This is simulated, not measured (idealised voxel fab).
Documented hereafter: the process module known as voxel double patterning.
The cross-section shown here is cut; it is 210 nm wide and divided into square cells measuring 5 nm on a side.
Bands, listed from the top down, are how a cross-section gets written in this document; the cross-section itself is a grid of square cells, and a band is one or more rows of them.
Quick guide to a band line: top height, bottom height (nm) up front; then every material left to right with its width in nm. Only one material and it's marked "throughout"? Then it fills the band edge to edge. And "air" just means empty space.
Heights are expressed relative to 0, this being the level below which the as-received wafer comprises one material exclusively. The lowest band is unbounded in the downward direction and is denoted as in "z 0 and below".
So if you see something like "30..40" for the width, read it as the top row of the band sitting at the first number and the bottom row at the second, with every row in between moving by the same amount as the last.
Basically "no modification" means that step didn't change any cell in the cross-section.
"Closed void table" specifies each empty space that is not open to the top and that occupies no fewer than 8 cells, using the form width x height at distance, the distance measured from the left edge and all three quantities in nm.
That trailing text on a step's line, after the settings, is the simulator's own remark on the step.
overlay nm: on a step with a mask, how far right of its planned place the mask lay; negative means left.

Listed below are the process steps as planned:
| 1 | RECEIVE | material Si |
| 2 | CONFORMAL_DEP | material SiO2 | thk nm 5 |
| 3 | DIRECTIONAL_DEP | material polySi | thk nm 15 |
| 4 | DIRECTIONAL_DEP | material SiN | thk nm 10 |
| 5 | PATTERN | tone open | mask id FIRST | material resist | width nm 15 | pitch nm 50 | thk nm 15 | overlay nm 0 |
| 6 | DIRECTIONAL_ETCH | etch materials SiN | depth nm 10 |
| 7 | STRIP | etch materials resist |
| 8 | MASKED_ETCH | tone open | mask id SECOND | width nm 15 | etch materials SiN | depth nm 10 | overlay nm 0 |
| 9 | DIRECTIONAL_ETCH | etch materials polySi | depth nm 15 |
| 10 | STRIP | etch materials SiN |

Incoming wafer, cross-sectional view, post step 1:
> z 0 and below = Si throughout
> Closed void table: none

End state of the module in cross-section, given the above starting point and plan and one mistake in execution:
> z 20 to 5 = 70 of polySi  15 of air  5 of polySi  25 of air  5 of polySi  15 of air  75 of polySi
> z 5 to 0 = SiO2 throughout
> z 0 and below = Si throughout
> Closed void table: none
Deviation from plan: off-plan run, step 8, actual operation and settings MASKED_ETCH | tone open | mask id SECOND | width nm 25 | etch materials SiN | depth nm 10 | overlay nm 0
